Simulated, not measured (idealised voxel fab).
The document below concerns the process module designated voxel capacitor over wiring.
We display cut, a cross-section 280 nm in width whose square cells are each 5 nm.
Cross-section spec: square-cell grid; bands listed top down; each band is one or more rows. Band entry format. Leading values: height of top, height of bottom, nm. Remainder: materials in left-to-right order, each with its width in nm. Special words: "everywhere" on a single material, which then fills the band edge to edge; "air", empty space. Measure heights from 0. That's the level where, below it, the as-received wafer is all one material. The lowest band is bottomless and extends downward; write it as in "0 nm and below". Graded width ("30->40"): value in top row of band = first number; value in bottom row = second number; row-to-row change constant. Step note "no modification" = no cross-section cell changed. You'll see "Enclosed empty spaces" listing empty spaces that have no way open to the top, as long as they're 8 cells or more; the notation is width x height at distance, where the distance is from the left edge, and all of it is in nm. Whatever follows a step's settings on its line is a remark the simulator itself makes about that step. overlay nm: mask offset rightward from planned place, masked step; negative means leftward offset.

### Below is the list of planned process steps
1,RECEIVE | material Si
2,CONFORMAL_DEP | material SiO2 | thk nm 10
3,DIRECTIONAL_DEP | material TiN | thk nm 5
4,DIRECTIONAL_DEP | material Ru | thk nm 15
5,PATTERN | tone cover | mask id METAL_1 | material resist | width nm 25 | pitch nm 80 | thk nm 20 | overlay nm 0
6,DIRECTIONAL_ETCH | etch materials Ru | depth nm 15
7,DIRECTIONAL_ETCH | etch materials TiN | depth nm 5
8,STRIP | etch materials resist
9,CONFORMAL_DEP | material SiN | thk nm 5
10,FILL_DEP | material SiO2 | thk nm 10
11,CMP | height nm 30
12,CONFORMAL_DEP | material SiCN | thk nm 5
13,DIRECTIONAL_DEP | material lowk | thk nm 10
14,DIRECTIONAL_DEP | material aC | thk nm 15
15,PATTERN | tone open | mask id PLUG_1 | material resist | width nm 15 | thk nm 35 | overlay nm -15
16,DIRECTIONAL_ETCH | etch materials aC | depth nm 15
17,STRIP | etch materials resist
18,DIRECTIONAL_ETCH | etch materials lowk | depth nm 10
19,DIRECTIONAL_ETCH | etch materials SiCN | depth nm 5
20,STRIP | etch materials aC
21,CONFORMAL_DEP | material TiN | thk nm 5
22,FILL_DEP | material W | thk nm 10
23,CMP | height nm 45
24,DIRECTIONAL_DEP | material TiN | thk nm 10
25,DIRECTIONAL_DEP | material Al2O3 | thk nm 5
26,DIRECTIONAL_DEP | material TiN | thk nm 10
27,PATTERN | tone cover | mask id UPPER_PLATE | material resist | width nm 60 | thk nm 15 | overlay nm 0
28,DIRECTIONAL_ETCH | etch materials TiN | depth nm 10
29,DIRECTIONAL_ETCH | etch materials Al2O3 | depth nm 5
30,STRIP | etch materials resist
31,MASKED_ETCH | tone cover | mask id LOWER_PLATE | width nm 70 | etch materials TiN | depth nm 10 | overlay nm 0
32,FILL_DEP | material SiO2 | thk nm 20
33,CMP | height nm 85
34,PATTERN | tone open | mask id PLUG_2 | material resist | width nm 15 | thk nm 15 | overlay nm 0
35,DIRECTIONAL_ETCH | etch materials SiO2 | depth nm 15
36,STRIP | etch materials resist
37,CONFORMAL_DEP | material TiN | thk nm 5
38,FILL_DEP | material Ru | thk nm 10
39,CMP | height nm 85
40,CONFORMAL_DEP | material SiCN | thk nm 5
Where the wafers of this document differ is in the overlay nm of step 15; they start out the same, and the plan states the value that applied to the first wafer.

### Here's the first of the wafers in cross-section, just as we got it, i.e. after step 1
	0 nm and below: Si everywhere
	Enclosed empty spaces: none

### Basically each wafer gets a line in the table, showing it at the end of the module: material by material, the cells it gained (+) or lost (-) since we got it, then its closed voids
overlay nm -15; +12 Al2O3; +32 Ru; +109 SiCN; +58 SiN; +613 SiO2; +76 TiN; +2 W; +106 lowk; Enclosed empty spaces: none
overlay nm -10; +12 Al2O3; +32 Ru; +109 SiCN; +58 SiN; +613 SiO2; +76 TiN; +2 W; +106 lowk; Enclosed empty spaces: none
overlay nm -5; +12 Al2O3; +32 Ru; +109 SiCN; +58 SiN; +613 SiO2; +76 TiN; +2 W; +106 lowk; Enclosed empty spaces: none
overlay nm 0; +12 Al2O3; +32 Ru; +109 SiCN; +58 SiN; +613 SiO2; +76 TiN; +2 W; +106 lowk; Enclosed empty spaces: none
overlay nm 5; +12 Al2O3; +32 Ru; +109 SiCN; +58 SiN; +613 SiO2; +76 TiN; +2 W; +106 lowk; Enclosed empty spaces: none
overlay nm 10; +12 Al2O3; +32 Ru; +109 SiCN; +58 SiN; +613 SiO2; +76 TiN; +2 W; +106 lowk; Enclosed empty spaces: none
overlay nm 15; +12 Al2O3; +32 Ru; +109 SiCN; +58 SiN; +613 SiO2; +76 TiN; +2 W; +106 lowk; Enclosed empty spaces: none
